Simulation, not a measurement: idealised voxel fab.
process module | voxel capacitor over wiring
cross-section cut | 210 nm wide | cells 5 nm
A cross-section is a grid of square cells, given in bands from the top down. A band is one or more rows of cells.
Each band's line starts with the height of the band's top and of its bottom, in nm. Then come its materials from left to right, each with its width in nm. One material with "throughout" fills the band from edge to edge. "air" is empty space.
Height 0 is the level under which the wafer as received is all one material. The lowest band goes on downwards, as in "0 down".
A width such as "30 to 40" changes by the same amount from each row of cells to the next, from the band's top row to its bottom row.
"no change" after a step means that no cell of the cross-section changed.
closed voids: empty space of 8 cells or more with no open way to the top, each as width x height at its distance from the left edge, in nm
after a step's settings: what the simulator itself notes on the step
overlay nm, on a step with a mask: how far to the right of its planned place the mask lay; to the left if negative
plan
1 op RECEIVE | material Si
2 op CONFORMAL_DEP | material SiO2 | thk nm 15
3 op CONFORMAL_DEP | material SiN | thk nm 5
4 op DIRECTIONAL_DEP | material SiO2 | thk nm 25
5 op PATTERN | tone open | mask id METAL_1 | material resist | width nm 30 | pitch nm 95 | thk nm 20 | overlay nm 0
6 op DIRECTIONAL_ETCH | etch materials SiO2 | depth nm 25
7 op DIRECTIONAL_ETCH | etch materials SiN | depth nm 5
8 op STRIP | etch materials resist
9 op CONFORMAL_DEP | material TiN | thk nm 5
10 op FILL_DEP | material Cu | thk nm 10
11 op CMP | height nm 45
12 op EPI | material Ru | thk nm 5
13 op FILL_DEP | material SiCN | thk nm 5
14 op DIRECTIONAL_DEP | material lowk | thk nm 15
15 op PATTERN | tone open | mask id PLUG_1 | material resist | width nm 15 | thk nm 15 | overlay nm 0
16 op DIRECTIONAL_ETCH | etch materials lowk | depth nm 15
17 op DIRECTIONAL_ETCH | etch materials SiCN | depth nm 5
18 op STRIP | etch materials resist
19 op CONFORMAL_DEP | material TiN | thk nm 5
20 op FILL_DEP | material Cu | thk nm 10
21 op CMP | height nm 70
22 op DIRECTIONAL_DEP | material TiN | thk nm 10
23 op DIRECTIONAL_DEP | material Al2O3 | thk nm 5
24 op DIRECTIONAL_DEP | material TiN | thk nm 10
25 op MASKED_ETCH | tone cover | mask id UPPER_PLATE | width nm 70 | etch materials TiN | depth nm 10 | overlay nm 0
26 op MASKED_ETCH | tone cover | mask id UPPER_PLATE | width nm 70 | etch materials Al2O3 | depth nm 5 | overlay nm 0
27 op DIRECTIONAL_DEP | material aC | thk nm 15
28 op PATTERN | tone cover | mask id LOWER_PLATE | material resist | width nm 80 | thk nm 30 | overlay nm 0
29 op DIRECTIONAL_ETCH | etch materials aC | depth nm 15
30 op STRIP | etch materials resist
31 op DIRECTIONAL_ETCH | etch materials TiN | depth nm 10
32 op STRIP | etch materials aC
33 op FILL_DEP | material SiO2 | thk nm 20
34 op CMP | height nm 110
35 op MASKED_ETCH | tone open | mask id PLUG_2 | width nm 15 | etch materials SiO2 | depth nm 15 | overlay nm 0
36 op CONFORMAL_DEP | material TiN | thk nm 5
37 op FILL_DEP | material Cu | thk nm 10
38 op CMP | height nm 110
39 op CONFORMAL_DEP | material SiCN | thk nm 5
as received, after step 1
  0 down: Si throughout
  closed voids: none
first wafer at the end, as planned
  115 to 110: SiCN throughout
  110 to 100: SiO2 65 | TiN 5 | Cu 5 | TiN 5 | SiO2 130
  100 to 95: SiO2 65 | TiN 15 | SiO2 130
  95 to 85: SiO2 55 | TiN 70 | SiO2 85
  85 to 80: SiO2 55 | Al2O3 70 | SiO2 85
  80 to 70: SiO2 50 | TiN 80 | SiO2 80
  70 to 55: lowk 55 | TiN 5 | Cu 5 | TiN 5 | lowk 140
  55 to 50: SiCN 55 | TiN 15 | SiCN 140
  50 to 45: SiCN 35 | Ru 40 | SiCN 55 | Ru 40 | SiCN 40
  45 to 20: SiO2 40 | TiN 5 | Cu 20 | TiN 5 | SiO2 65 | TiN 5 | Cu 20 | TiN 5 | SiO2 45
  20 to 15: SiN 40 | TiN 30 | SiN 65 | TiN 30 | SiN 45
  15 to 0: SiO2 throughout
  0 down: Si throughout
  closed voids: none
second wafer at the end: like start, like plan, one mistake
  115 to 110: SiCN throughout
  110 to 100: SiO2 65 | TiN 5 | Cu 5 | TiN 5 | SiO2 130
  100 to 95: SiO2 65 | TiN 15 | SiO2 130
  95 to 85: SiO2 55 | TiN 70 | SiO2 85
  85 to 80: SiO2 55 | Al2O3 70 | SiO2 85
  80 to 70: SiO2 50 | TiN 80 | SiO2 80
  70 to 55: lowk 55 | TiN 5 | Cu 5 | TiN 5 | lowk 140
  55 to 50: SiCN 55 | TiN 15 | SiCN 140
  50 to 45: SiCN 35 | Ru 40 | SiCN 55 | Ru 40 | SiCN 40
  45 to 35: SiO2 40 | TiN 5 | Cu 20 | TiN 5 | SiO2 65 | TiN 5 | Cu 20 | TiN 5 | SiO2 45
  35 to 30: SiN 40 | TiN 30 | SiN 65 | TiN 30 | SiN 45
  30 to 0: SiO2 throughout
  0 down: Si throughout
  closed voids: none
what went wrong: step 2 was run twice
at the end the second wafer has, in cells: 24 fewer of Cu | 36 more of SiO2 | 12 fewer of TiN
